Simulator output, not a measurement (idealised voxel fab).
process module | voxel local oxidation
cross-section cut | 255 nm wide | cells 5 nm
A cross-section is a grid of square cells, given in bands from the top down. A band is one or more rows of cells.
Each band's line starts with the height of the band's top and of its bottom, in nm. Then come its materials from left to right, each with its width in nm. One material with "throughout" fills the band from edge to edge. "air" is empty space.
Height 0 is the level under which the wafer as received is all one material. The lowest band goes on downwards, as in "0 down".
A width such as "30 to 40" changes by the same amount from each row of cells to the next, from the band's top row to its bottom row.
"no change" after a step means that no cell of the cross-section changed.
closed voids: empty space of 8 cells or more with no open way to the top, each as width x height at its distance from the left edge, in nm
after a step's settings: what the simulator itself notes on the step
overlay nm, on a step with a mask: how far to the right of its planned place the mask lay; to the left if negative
plan
1 op RECEIVE | material Si
2 op CONFORMAL_DEP | material SiO2 | thk nm 5
3 op CONFORMAL_DEP | material SiN | thk nm 15
4 op PATTERN | tone cover | mask id ACTIVE | material resist | width nm 115 | thk nm 15 | overlay nm 0
5 op DIRECTIONAL_ETCH | etch materials SiN | depth nm 15
6 op STRIP | etch materials resist
7 op SELECTIVE_ETCH | etch materials SiO2 | depth nm 5
8 op OXIDIZE | depth nm 15
9 op STRIP | etch materials SiN
as received, after step 1
  0 down: Si throughout
  closed voids: none
a wafer at the end: this start, this plan, one mistake
  0 to -15: air 90 | Si 75 | air 90
  -15 down: Si throughout
  closed voids: none
what went wrong: step 9 ran as: op STRIP | etch materials SiO2
